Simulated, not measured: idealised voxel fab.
The process module that follows is named voxel capacitor over wiring.
In the cross-section labelled cut, the width is 165 nm and each square cell is 5 nm.
Cross-section layout: square cells on a grid; listed as bands, top to bottom; a band spans one or more cell rows.
Quick guide to a band line: top height, bottom height (nm) up front; then every material left to right with its width in nm. Only one material and it's marked "full width"? Then it fills the band edge to edge. And "empty" just means empty space.
A quick word on heights: they are counted from 0, and under that level the wafer as it came to us is one material throughout. The lowest band is different from the rest in having no bottom; it simply continues downward, written as in "z 0 and below".
With a width like "30 to 40", each row of cells in the band differs from the next by the same amount, the top row carrying the first number and the bottom row the second.
Where a step carries "identical to before", the cross-section came out of it unchanged, cell for cell.
For the entry "Closed internal cavities", the listed items are empty spaces with no open way to the top whose size is 8 cells or more; each item follows the pattern width x height at distance, where distance is from the left edge and all three are in nm.
Note: text after step settings on the step line = simulator remark on that step.
The line of a step may include "overlay nm". On a step with a mask, this value is how far to the right of its planned place the mask lay. A negative value means the mask lay to the left.
# Here's what the planned process steps look like
1 RECEIVE, material Si
2 CONFORMAL_DEP, material SiO2, thk nm 15
3 CONFORMAL_DEP, material SiN, thk nm 5
4 DIRECTIONAL_DEP, material lowk, thk nm 20
5 PATTERN, tone open, mask id METAL_1, material resist, width nm 25, pitch nm 90, thk nm 15, overlay nm 0
6 DIRECTIONAL_ETCH, etch materials lowk, depth nm 20
7 DIRECTIONAL_ETCH, etch materials SiN, depth nm 5
8 STRIP, etch materials resist
9 CONFORMAL_DEP, material TiN, thk nm 5
10 FILL_DEP, material W, thk nm 10
11 CMP, height nm 40
12 CONFORMAL_DEP, material SiCN, thk nm 5
13 DIRECTIONAL_DEP, material SiO2, thk nm 15
14 MASKED_ETCH, tone open, mask id PLUG_1, width nm 15, etch materials SiO2, depth nm 15, overlay nm 0
15 MASKED_ETCH, tone open, mask id PLUG_1, width nm 15, etch materials SiCN, depth nm 5, overlay nm 0
16 EPI, material Ru, thk nm 10
17 EPI, material Ru, thk nm 10
18 DIRECTIONAL_DEP, material TiN, thk nm 10
19 DIRECTIONAL_DEP, material SiN, thk nm 5
20 DIRECTIONAL_DEP, material TiN, thk nm 10
21 PATTERN, tone cover, mask id UPPER_PLATE, material resist, width nm 70, thk nm 20, overlay nm 0
22 DIRECTIONAL_ETCH, etch materials TiN, depth nm 10
23 DIRECTIONAL_ETCH, etch materials SiN, depth nm 5
24 STRIP, etch materials resist
25 MASKED_ETCH, tone cover, mask id LOWER_PLATE, width nm 80, etch materials TiN, depth nm 10, overlay nm 0
26 FILL_DEP, material SiO2, thk nm 20
27 CMP, height nm 100
28 DIRECTIONAL_DEP, material aC, thk nm 15
29 PATTERN, tone open, mask id PLUG_2, material resist, width nm 15, thk nm 35, overlay nm 0
30 DIRECTIONAL_ETCH, etch materials aC, depth nm 15
31 STRIP, etch materials resist
32 DIRECTIONAL_ETCH, etch materials SiO2, depth nm 15
33 STRIP, etch materials aC
34 CONFORMAL_DEP, material TiN, thk nm 5
35 FILL_DEP, material Ru, thk nm 10
36 CMP, height nm 100
37 CONFORMAL_DEP, material SiCN, thk nm 5
# Wafer cross-section on receipt, i.e. after step 1
	z 0 and below  Si full width
	Closed internal cavities: none
# The module was run from the start shown above using the plan shown above, but one mistake was made doing it; the resulting wafer cross-section is below
	z 105 to 100  SiCN full width
	z 100 to 90  45 of SiO2; 5 of TiN; 5 of SiCN; 5 of TiN; 105 of SiO2
	z 90 to 85  45 of SiO2; 15 of TiN; 105 of SiO2
	z 85 to 75  35 of SiO2; 70 of TiN; 60 of SiO2
	z 75 to 70  35 of SiO2; 70 of SiN; 60 of SiO2
	z 70 to 60  30 of SiO2; 80 of TiN; 55 of SiO2
	z 60 to 45  35 of SiO2; 15 of Ru; 115 of SiO2
	z 45 to 40  35 of SiCN; 15 of Ru; 115 of SiCN
	z 40 to 20  25 of lowk; 5 of TiN; 15 of W; 5 of TiN; 65 of lowk; 5 of TiN; 15 of W; 5 of TiN; 25 of lowk
	z 20 to 15  25 of SiN; 25 of TiN; 65 of SiN; 25 of TiN; 25 of SiN
	z 15 to 0  SiO2 full width
	z 0 and below  Si full width
	Closed internal cavities: none
Against the plan, the run slipped here: step 35 deviated from plan and actually ran as FILL_DEP, material SiCN, thk nm 10
